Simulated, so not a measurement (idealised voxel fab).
The name of this process module is voxel fin reveal.
Square cell edge 5 nm, section width 285 nm, ID cut.
Format of a cross-section: grid, square cells. Given as bands. Order: top down. Band: one or more rows of cells. In this notation a band is specified by the heights of its top and bottom, in that order and in nm, after which its materials appear from left to right, each paired with its width in nm. The word "throughout" attached to a single material means that material fills the band from edge to edge; the word "empty" stands for empty space. Height is counted from the level 0, under which the received wafer is composed throughout of one material. The lowest of the bands is not closed at the bottom but continues downward, in the notation "0 nm and below". It should be noted that a width expressed as "30 to 40" varies in equal increments from row to row of cells within the band, taking the value of the first number at the top row and that of the second number at the bottom row. No cell of the cross-section changed in a step that is given as "remains unaltered". Listed in "Fully closed voids": every empty space of 8 or more cells without an open way to the top. Form: width x height at distance, the distance being from the left edge, all in nm. Read whatever lies past the settings on a step's line as the simulator's own remark about the step. overlay nm: mask right of planned place by this much (step with mask). Neg. = left.
-- Steps in the process plan
1. RECEIVE: material Si
2. CONFORMAL_DEP: material SiN, thk nm 10
3. DIRECTIONAL_DEP: material aC, thk nm 15
4. PATTERN: tone cover, mask id FINS, material resist, width nm 15, pitch nm 45, thk nm 35, overlay nm 0
5. DIRECTIONAL_ETCH: etch materials aC, depth nm 15
6. STRIP: etch materials resist
7. DIRECTIONAL_ETCH: etch materials SiN, depth nm 10
8. DIRECTIONAL_ETCH: etch materials Si, depth nm 35
9. STRIP: etch materials aC
10. FILL_DEP: material SiO2, thk nm 10
11. CMP: height nm 10
12. SELECTIVE_ETCH: etch materials SiO2, depth nm 35
13. STRIP: etch materials SiN
14. CONFORMAL_DEP: material HfO2, thk nm 5
It is noted that the wafers described herein are identical at the outset and are distinguished by the width nm of step 4; the value stated in the plan corresponds to the first wafer.
-- So this is the first of several wafers, cross-sectioned as it came to us, meaning it's at the end of step 1
* 0 nm and below  Si throughout
* Fully closed voids: none
-- So in this table every wafer gets its own row, and what you see is where it stands at the end of the module: for each material, how many cells it picked up (+) or gave up (-) since we received it, and after that its closed voids
width nm 15 | +87 HfO2 | -336 Si | +96 SiO2 | Fully closed voids: none
width nm 20 | +87 HfO2 | -315 Si | +90 SiO2 | Fully closed voids: none
width nm 25 | +87 HfO2 | -294 Si | +84 SiO2 | Fully closed voids: none
width nm 30 | +87 HfO2 | -273 Si | +78 SiO2 | Fully closed voids: none
